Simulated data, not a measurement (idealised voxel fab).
voxel plated lines: a process module
cross-section cut | 200 nm wide | cells 5 nm
Cross-section spec: square-cell grid; bands listed top down; each band is one or more rows. Top, bottom (nm), then materials left to right with widths (nm); lone material tagged "full width" fills the whole band edge to edge; "blank" = empty space. Note: height 0 marks the level under which the wafer is uniformly one material as received. Lowest band unbounded below, written "0..down". It should be noted that a width expressed as "30 to 40" varies in equal increments from row to row of cells within the band, taking the value of the first number at the top row and that of the second number at the bottom row. Step note "no change occurred" = no cross-section cell changed. You'll see "Sealed-off cavities" listing empty spaces that have no way open to the top, as long as they're 8 cells or more; the notation is width x height at distance, where the distance is from the left edge, and all of it is in nm. Where a step's line continues beyond its settings, the continuation is a remark by the simulator itself on that step. overlay nm: mask right of planned place by this much (step with mask). Neg. = left.
**Planned step list for the process**
- 1: RECEIVE with material Si
- 2: CONFORMAL_DEP with material Al2O3, thk nm 10
- 3: DIRECTIONAL_DEP with material TiN, thk nm 5
- 4: PATTERN with tone open, mask id LINES, material resist, width nm 25, pitch nm 55, thk nm 35, overlay nm 0
- 5: EPI with material Ru, thk nm 10
- 6: EPI with material Ru, thk nm 5
- 7: EPI with material Ru, thk nm 5
- 8: STRIP with etch materials resist
- 9: DIRECTIONAL_ETCH with etch materials TiN, depth nm 5
- 10: CONFORMAL_DEP with material SiN, thk nm 10
**Cross-section: wafer on arrival = after step 1**
> 0..down | Si full width
> Sealed-off cavities: none
**Cross-section, first of two wafers, end of module, run as planned**
> 45..35 | 50 blank  45 SiN  10 blank  45 SiN  50 blank
> 35..20 | 50 blank  10 SiN  25 Ru  10 SiN  10 blank  10 SiN  25 Ru  10 SiN  50 blank
> 20..15 | 60 SiN  25 Ru  30 SiN  25 Ru  60 SiN
> 15..10 | 60 SiN  25 TiN  30 SiN  25 TiN  60 SiN
> 10..0 | Al2O3 full width
> 0..down | Si full width
> Sealed-off cavities: none
**End-of-module cross-section of the second wafer: identical starting point and process plan to the first, with one processing mistake**
> 45..35 | 50 blank  50 SiN  5 blank  50 SiN  45 blank
> 35..20 | 50 blank  10 SiN  30 Ru  10 SiN  5 blank  10 SiN  30 Ru  10 SiN  45 blank
> 20..15 | 60 SiN  30 Ru  25 SiN  30 Ru  55 SiN
> 15..10 | 60 SiN  30 TiN  25 SiN  30 TiN  55 SiN
> 10..0 | Al2O3 full width
> 0..down | Si full width
> Sealed-off cavities: none
Deviation noted in wafer processing: step 4 changed vs plan, executed as PATTERN with tone open, mask id LINES, material resist, width nm 30, pitch nm 55, thk nm 35, overlay nm 0
Wrapping up, a cell-based count of both wafers puts the second over or under the first for these materials: +8 Ru | +2 TiN
